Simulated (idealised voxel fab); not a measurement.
process module | voxel wiring stack
cross-section cut | 270 nm wide | cells 5 nm
A cross-section is a grid of square cells, given in bands from the top down. A band is one or more rows of cells.
Each band's line starts with the height of the band's top and of its bottom, in nm. Then come its materials from left to right, each with its width in nm. One material with "throughout" fills the band from edge to edge. "air" is empty space.
Height 0 is the level under which the wafer as received is all one material. The lowest band goes on downwards, as in "0 down".
A width such as "30 to 40" changes by the same amount from each row of cells to the next, from the band's top row to its bottom row.
"no change" after a step means that no cell of the cross-section changed.
closed voids: empty space of 8 cells or more with no open way to the top, each as width x height at its distance from the left edge, in nm
after a step's settings: what the simulator itself notes on the step
overlay nm, on a step with a mask: how far to the right of its planned place the mask lay; to the left if negative
plan
1 op RECEIVE | material Si
2 op CONFORMAL_DEP | material SiO2 | thk nm 15
3 op CONFORMAL_DEP | material SiCN | thk nm 5
4 op DIRECTIONAL_DEP | material SiO2 | thk nm 25
5 op MASKED_ETCH | tone open | mask id METAL_1 | width nm 20 | pitch nm 40 | etch materials SiO2 | depth nm 25 | overlay nm 0
6 op MASKED_ETCH | tone open | mask id METAL_1 | width nm 20 | pitch nm 40 | etch materials SiCN | depth nm 5 | overlay nm 0
7 op CONFORMAL_DEP | material TiN | thk nm 5
8 op FILL_DEP | material Cu | thk nm 5
9 op CMP | height nm 45
10 op EPI | material Ru | thk nm 5
11 op FILL_DEP | material SiCN | thk nm 5
12 op DIRECTIONAL_DEP | material lowk | thk nm 10
13 op MASKED_ETCH | tone open | mask id PLUG_1 | width nm 15 | pitch nm 40 | etch materials lowk | depth nm 10 | overlay nm 0
14 op MASKED_ETCH | tone open | mask id PLUG_1 | width nm 15 | pitch nm 40 | etch materials SiCN | depth nm 5 | overlay nm 0
15 op CONFORMAL_DEP | material TiN | thk nm 5
16 op FILL_DEP | material W | thk nm 10
17 op CMP | height nm 65
18 op DIRECTIONAL_DEP | material TiN | thk nm 5
19 op DIRECTIONAL_DEP | material W | thk nm 25
20 op MASKED_ETCH | tone cover | mask id METAL_2 | width nm 20 | pitch nm 40 | etch materials W | depth nm 25 | overlay nm 0
21 op MASKED_ETCH | tone cover | mask id METAL_2 | width nm 20 | pitch nm 40 | etch materials TiN | depth nm 5 | overlay nm 0
22 op CONFORMAL_DEP | material SiCN | thk nm 5
23 op FILL_DEP | material lowk | thk nm 10
24 op CMP | height nm 95
25 op CONFORMAL_DEP | material SiCN | thk nm 5
as received, after step 1
  0 down: Si throughout
  closed voids: none
a wafer at the end: this start, this plan, one mistake
  100 to 95: SiCN throughout
  95 to 80: lowk 100 | SiCN 5 | W 20 | SiCN 5 | lowk 10 | SiCN 5 | W 20 | SiCN 5 | lowk 100
  80 to 75: SiCN 105 | TiN 20 | SiCN 20 | TiN 20 | SiCN 105
  75 to 70: W throughout
  70 to 65: TiN 110 | W 5 | TiN 35 | W 5 | TiN 115
  65 to 55: lowk 105 | TiN 5 | W 5 | TiN 5 | lowk 25 | TiN 5 | W 5 | TiN 5 | lowk 110
  55 to 50: SiCN 105 | TiN 15 | SiCN 25 | TiN 15 | SiCN 110
  50 to 45: SiCN 100 | Ru 30 | SiCN 10 | Ru 30 | SiCN 100
  45 to 20: SiO2 105 | TiN 5 | Cu 10 | TiN 5 | SiO2 20 | TiN 5 | Cu 10 | TiN 5 | SiO2 105
  20 to 15: SiCN 105 | TiN 20 | SiCN 20 | TiN 20 | SiCN 105
  15 to 0: SiO2 throughout
  0 down: Si throughout
  closed voids: none
what went wrong: step 17 ran as: op CMP | height nm 75
